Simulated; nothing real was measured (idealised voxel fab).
Process module, titled voxel fin reveal
Cross-section cut spans 255 nm and uses square cells 5 nm in size.
Reading order for cross-sections: top band down to bottom band. Underlying form: a grid of square cells. Band size: one or more rows of cells. The entry gives the band's vertical extent as a top height and a bottom height in nm, then its horizontal make-up as materials from left to right, each with a width in nm. "empty" stands for empty space; a single material marked "throughout" fills the band edge to edge. Counting heights begins at 0, where everything beneath is, in the wafer as received, one material. The lowest band has no bottom; it goes on downwards, as "top 0, no bottom" shows. Graded width ("30 to 40"): value in top row of band = first number; value in bottom row = second number; row-to-row change constant. Where a step carries "left unchanged", the cross-section came out of it unchanged, cell for cell. If an empty space has no open way to the top and is at least 8 cells in size, "Cavities, sealed" lists it, written width x height at distance, where distance is measured from the left edge and every value is in nm. Whatever follows a step's settings on its line is a remark the simulator itself makes about that step. overlay nm: right-of-plan distance of the mask on a masked step; negative values mean left-of-plan.
THE FOLLOWING LIST GIVES THE PLANNED PROCESS STEPS
1. op RECEIVE | material Si
2. op CONFORMAL_DEP | material SiN | thk nm 10
3. op DIRECTIONAL_DEP | material aC | thk nm 15
4. op PATTERN | tone cover | mask id FINS | material resist | width nm 15 | pitch nm 35 | thk nm 30 | overlay nm 0
5. op DIRECTIONAL_ETCH | etch materials aC | depth nm 15
6. op STRIP | etch materials resist
7. op DIRECTIONAL_ETCH | etch materials SiN | depth nm 10
8. op DIRECTIONAL_ETCH | etch materials Si | depth nm 30
9. op STRIP | etch materials aC
10. op OXIDIZE | depth nm 5
11. op FILL_DEP | material SiO2 | thk nm 5
12. op CMP | height nm 10
13. op SELECTIVE_ETCH | etch materials SiO2 | depth nm 30
14. op STRIP | etch materials SiN
DELIVERED WAFER IN CROSS-SECTION: STATE AFTER STEP 1
	top 0, no bottom = Si throughout
	Cavities, sealed: none
BELOW IS THE WAFER IN CROSS-SECTION AFTER THE MODULE WAS COMPLETED. IT BEGAN FROM THE STARTING POINT SHOWN ABOVE AND FOLLOWED THE PLAN SHOWN ABOVE, EXCEPT THAT ONE MISTAKE WAS MADE WHILE RUNNING IT
	top 0, bottom -20 = Si 95  empty 25  Si 10  empty 25  Si 100
	top -20, bottom -35 = Si 95  SiO2 25  Si 10  SiO2 25  Si 100
	top -35, no bottom = Si throughout
	Cavities, sealed: none
The mistake made against the process plan was this: step 4, actual vs plan mismatch, actual run op PATTERN | tone open | mask id FINS | material resist | width nm 15 | pitch nm 35 | thk nm 30 | overlay nm 0
